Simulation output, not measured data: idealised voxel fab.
The name of this process module is voxel self aligned vias.
For reference, the cross-section in this document is cut, with width 220 nm and square cells of 5 nm.
Just so we're on the same page, the cross-sections are grids of square cells, and they're listed out in bands top to bottom, each band one or more rows deep. Band: top and bottom heights (nm) first, top before bottom; then materials from left to right, widths in nm. "throughout" marks a sole material filling the band edge to edge. "air" denotes empty space. Height is counted from the level 0, under which the received wafer is composed throughout of one material. The lowest of the bands is not closed at the bottom but continues downward, in the notation "z 0 and below". Quick explanation for "30->40": the width changes in equal steps down the rows of cells, from the first number in the band's top row to the second number in its bottom row. Basically "remained unchanged" means that step didn't change any cell in the cross-section. The list in "Sealed voids" covers empty spaces of 8 cells or more that cannot reach the top through any open way, and it gives each as width x height at distance; the distance is from the left edge, and width, height and distance are in nm. Text after the settings on a step's line: the simulator's own remark on that step. The setting "overlay nm" may be written on the line of a step. When the step uses a mask, the value reports how far to the right of the planned place the mask lay, and a negative value reports that it lay to the left.
These are the steps we planned for the process:
1 RECEIVE | material Si
2 CONFORMAL_DEP | material SiO2 | thk nm 10
3 CONFORMAL_DEP | material SiCN | thk nm 5
4 DIRECTIONAL_DEP | material SiO2 | thk nm 15
5 PATTERN | tone open | mask id LINES | material resist | width nm 20 | pitch nm 50 | thk nm 15 | overlay nm 0
6 DIRECTIONAL_ETCH | etch materials SiO2 | depth nm 25
7 STRIP | etch materials resist
8 CONFORMAL_DEP | material TiN | thk nm 5
9 FILL_DEP | material W | thk nm 10
10 CMP | height nm 40
11 SELECTIVE_ETCH | etch materials W Ru TiN | depth nm 5
12 FILL_DEP | material SiN | thk nm 10
13 CMP | height nm 40
14 DIRECTIONAL_DEP | material SiO2 | thk nm 15
15 MASKED_ETCH | tone open | mask id VIAS | width nm 30 | pitch nm 100 | etch materials SiO2 | depth nm 15 | overlay nm 0
16 MASKED_ETCH | tone open | mask id VIAS | width nm 30 | pitch nm 100 | etch materials SiN | depth nm 5 | overlay nm 0
17 CONFORMAL_DEP | material TiN | thk nm 5
18 FILL_DEP | material Ru | thk nm 10
19 CMP | height nm 55
20 CONFORMAL_DEP | material SiN | thk nm 5
Wafers differ in thk nm at step 4; plan lists the first wafer's value; identical starting state.
First of several wafers, received after step 1, in cross-section:
* z 0 and below: Si throughout
* Sealed voids: none
Post step 20, the closing step of the module: first of several wafers, cross-sectioned:
* z 60 to 55: SiN throughout
* z 55 to 40: SiO2 (45)  TiN (5)  Ru (20)  TiN (5)  SiO2 (70)  TiN (5)  Ru (20)  TiN (5)  SiO2 (45)
* z 40 to 35: SiN (45)  TiN (30)  SiN (70)  TiN (30)  SiN (45)
* z 35 to 30: TiN (55)  W (10)  TiN (40)  W (10)  TiN (40)  W (10)  TiN (55)
* z 30 to 20: SiO2 (50)  TiN (5)  W (10)  TiN (5)  SiO2 (30)  TiN (5)  W (10)  TiN (5)  SiO2 (30)  TiN (5)  W (10)  TiN (5)  SiO2 (50)
* z 20 to 15: SiO2 (50)  TiN (20)  SiO2 (30)  TiN (20)  SiO2 (30)  TiN (20)  SiO2 (50)
* z 15 to 10: SiCN throughout
* z 10 to 0: SiO2 throughout
* z 0 and below: Si throughout
* Sealed voids: none
Here we cross-sectioned the last of the wafers once the module was done:
* z 60 to 55: SiN throughout
* z 55 to 45: SiO2 (45)  TiN (5)  Ru (20)  TiN (5)  SiO2 (70)  TiN (5)  Ru (20)  TiN (5)  SiO2 (45)
* z 45 to 40: SiO2 (45)  TiN (10)  Ru (10)  TiN (10)  SiO2 (70)  TiN (10)  Ru (10)  TiN (10)  SiO2 (45)
* z 40 to 35: SiO2 (50)  TiN (20)  SiO2 (30)  SiN (20)  SiO2 (30)  TiN (20)  SiO2 (50)
* z 35 to 30: SiO2 (50)  TiN (20)  SiO2 (30)  TiN (20)  SiO2 (30)  TiN (20)  SiO2 (50)
* z 30 to 15: SiO2 throughout
* z 15 to 10: SiCN throughout
* z 10 to 0: SiO2 throughout
* z 0 and below: Si throughout
* Sealed voids: none
What follows is a table in which each wafer occupies a row; for the wafer as it stands at the close of the module, the row states, material by material, how many cells have been gained (+) or lost (-) since receipt, and then gives its closed voids:
thk nm 15; +24 Ru; +44 SiCN; +76 SiN; +280 SiO2; +86 TiN; +18 W; Sealed voids: none
thk nm 20; +24 Ru; +44 SiCN; +76 SiN; +312 SiO2; +54 TiN; +18 W; Sealed voids: none
thk nm 25; +20 Ru; +44 SiCN; +48 SiN; +344 SiO2; +54 TiN; +18 W; Sealed voids: none
thk nm 30; +20 Ru; +44 SiCN; +48 SiN; +356 SiO2; +48 TiN; +12 W; Sealed voids: none
thk nm 35; +20 Ru; +44 SiCN; +48 SiN; +368 SiO2; +42 TiN; +6 W; Sealed voids: none
thk nm 40; +20 Ru; +44 SiCN; +48 SiN; +380 SiO2; +36 TiN; Sealed voids: none
